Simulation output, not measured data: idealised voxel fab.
The following is a process module called voxel ribs on slabs.
In the cross-section labelled cut, the width is 140 nm and each square cell is 5 nm.
If you're reading a cross-section in this doc, picture square cells in a grid; it comes to you as bands, top ones listed first down to the bottom, and a band can be one or more rows of cells. The entry gives the band's vertical extent as a top height and a bottom height in nm, then its horizontal make-up as materials from left to right, each with a width in nm. "air" stands for empty space; a single material marked "all across" fills the band edge to edge. The level at which height equals 0 is the one under which the wafer, as it arrives, is entirely one material. No lower edge exists for the bottom band, which continues downward and is notated as in "0 nm and below". Width "30..40": first value at the band's top row of cells, second value at its bottom row, equal change from row to row. "no change" (step): cross-section cells unchanged, all of them. What "Closed void list" gives you is every empty space of 8 cells or more that is cut off from the top. Each appears as width x height at distance, with the distance taken from the left edge and width, height and distance all in nm. Note: text after step settings on the step line = simulator remark on that step. Steps that use a mask can have "overlay nm" on their line. It says how far the mask sat to the right of where it was meant to be. Negative means to the left.

THE PROCESS STEPS THAT WERE PLANNED ARE LISTED BELOW
step 1: RECEIVE [material Si]
step 2: DIRECTIONAL_DEP [material SiO2] [thk nm 20]
step 3: DIRECTIONAL_DEP [material polySi] [thk nm 25]
step 4: PATTERN [tone cover] [mask id RIB] [material resist] [width nm 30] [thk nm 15] [overlay nm 0]
step 5: DIRECTIONAL_ETCH [etch materials polySi] [depth nm 5]
step 6: STRIP [etch materials resist]
step 7: DIRECTIONAL_DEP [material aC] [thk nm 15]
step 8: PATTERN [tone cover] [mask id SLAB] [material resist] [width nm 90] [thk nm 30] [overlay nm 0]
step 9: DIRECTIONAL_ETCH [etch materials aC] [depth nm 15]
step 10: STRIP [etch materials resist]
step 11: DIRECTIONAL_ETCH [etch materials polySi] [depth nm 15]
step 12: STRIP [etch materials aC]
step 13: FILL_DEP [material SiO2] [thk nm 25]
step 14: CMP [height nm 60]
step 15: DIRECTIONAL_DEP [material W] [thk nm 10]
step 16: MASKED_ETCH [tone cover] [mask id HEATER] [width nm 40] [etch materials W] [depth nm 10] [overlay nm 0]
step 17: CONFORMAL_DEP [material SiN] [thk nm 10]
The wafers in this document start out alike and differ in the depth nm applied at step 5; the plan shows the value used for the first wafer.

FIRST OF SEVERAL WAFERS (AS RECEIVED, POST STEP 1), CROSS-SECTIONAL VIEW
- 0 nm and below = Si all across
- Closed void list: none

EACH WAFER AT THE END: CELLS OF EACH MATERIAL GAINED (+) OR LOST (-) SINCE IT WAS RECEIVED, THEN ITS CLOSED VOIDS
depth nm 5 | +64 SiN | +248 SiO2 | +16 W | +88 polySi | Closed void list: none
depth nm 10 | +64 SiN | +270 SiO2 | +16 W | +66 polySi | Closed void list: none
depth nm 15 | +64 SiN | +282 SiO2 | +16 W | +54 polySi | Closed void list: none
depth nm 20 | +64 SiN | +294 SiO2 | +16 W | +42 polySi | Closed void list: none
depth nm 25 | +64 SiN | +306 SiO2 | +16 W | +30 polySi | Closed void list: none
